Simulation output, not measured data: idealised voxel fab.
process module | voxel self aligned contacts
cross-section cut | 230 nm wide | cells 5 nm
Each cross-section below is a grid of square cells, stated as bands in top-down order, with one or more rows of cells making up each band.
Read a band's entry like this: the first values are the height of its top and the height of its bottom in nm, and what follows is the sequence of materials from left to right, each with its width in nm. Note that "blank" is empty space, and that a single material marked "throughout" reaches across the band from edge to edge.
Heights are expressed relative to 0, this being the level below which the as-received wafer comprises one material exclusively. The lowest band is unbounded in the downward direction and is denoted as in "0 nm and below".
You'd read "30->40" like this: the band's top row of cells is as wide as the first number, its bottom row is as wide as the second, and going down, every row changes width by the same amount as the row before did.
It should be understood that the words "stayed the same", when stated for a given step, signify that the cross-section underwent no change in any of its cells during that step.
"Enclosed voids" enumerates empty spaces isolated from the top, with no open way to it, that contain at least 8 cells, giving each as width x height at distance from the left edge, all three in nm.
Read whatever lies past the settings on a step's line as the simulator's own remark about the step.
A step's line can hold "overlay nm"; with a mask on that step, the setting says how far right of the planned place the mask lay, while a negative setting says it lay to the left.

THE FOLLOWING LIST GIVES THE PLANNED PROCESS STEPS
1) RECEIVE [material Si]
2) OXIDIZE [depth nm 5]
3) DIRECTIONAL_DEP [material polySi] [thk nm 25]
4) DIRECTIONAL_DEP [material SiN] [thk nm 15]
5) MASKED_ETCH [tone cover] [mask id GATE] [width nm 30] [pitch nm 65] [etch materials SiN] [depth nm 15] [overlay nm 0]
6) MASKED_ETCH [tone cover] [mask id GATE] [width nm 30] [pitch nm 65] [etch materials polySi] [depth nm 25] [overlay nm 0]
7) CONFORMAL_DEP [material SiN] [thk nm 5]
8) DIRECTIONAL_ETCH [etch materials SiN] [depth nm 5]
9) FILL_DEP [material SiO2] [thk nm 20]
10) CMP [height nm 50]
11) MASKED_ETCH [tone open] [mask id CONTACT] [width nm 45] [pitch nm 65] [etch materials SiO2] [depth nm 55] [overlay nm 0]
12) CONFORMAL_DEP [material TiN] [thk nm 5]
13) FILL_DEP [material Ru] [thk nm 5]
14) CMP [height nm 50]
15) CONFORMAL_DEP [material SiCN] [thk nm 5]

INCOMING WAFER, CROSS-SECTIONAL VIEW, POST STEP 1
	0 nm and below = Si throughout
	Enclosed voids: none

FIRST OF TWO WAFERS: CROSS-SECTION AT END OF MODULE, RUN PER PLAN
	55 nm to 50 nm = SiCN throughout
	50 nm to 40 nm = SiO2 60, TiN 5->15, Ru 35->15, TiN 5->15, SiO2 20, TiN 5->15, Ru 35->15, TiN 5->15, SiO2 60
	40 nm to 25 nm = SiO2 30, SiN 40, TiN 5, Ru 15, TiN 5, SiN 40, TiN 5, Ru 15, TiN 5, SiN 40, SiO2 30
	25 nm to 0 nm = SiO2 30, SiN 5, polySi 30, SiN 5, TiN 5, Ru 15, TiN 5, SiN 5, polySi 30, SiN 5, TiN 5, Ru 15, TiN 5, SiN 5, polySi 30, SiN 5, SiO2 30
	0 nm to -5 nm = SiO2 70, TiN 25, SiO2 40, TiN 25, SiO2 70
	-5 nm and below = Si throughout
	Enclosed voids: none

END-OF-MODULE CROSS-SECTION OF THE SECOND WAFER: IDENTICAL STARTING POINT AND PROCESS PLAN TO THE FIRST, WITH ONE PROCESSING MISTAKE
	55 nm to 50 nm = SiCN throughout
	50 nm to 40 nm = SiO2 55, TiN 5->20, Ru 35->15, TiN 5->10, SiO2 20, TiN 5->20, Ru 35->15, TiN 5->10, SiO2 65
	40 nm to 25 nm = SiO2 30, SiN 40, TiN 5, Ru 15, TiN 5, SiN 40, TiN 5, Ru 15, TiN 5, SiN 40, SiO2 30
	25 nm to 0 nm = SiO2 30, SiN 5, polySi 30, SiN 5, TiN 5, Ru 15, TiN 5, SiN 5, polySi 30, SiN 5, TiN 5, Ru 15, TiN 5, SiN 5, polySi 30, SiN 5, SiO2 30
	0 nm to -5 nm = SiO2 70, TiN 25, SiO2 40, TiN 25, SiO2 70
	-5 nm and below = Si throughout
	Enclosed voids: none
Diagnosis: step 11, actual vs plan mismatch, actual run MASKED_ETCH [tone open] [mask id CONTACT] [width nm 45] [pitch nm 65] [etch materials SiO2] [depth nm 55] [overlay nm -5]
At the close, every material occupies the same number of cells on the second wafer as on the first, only in different positions.
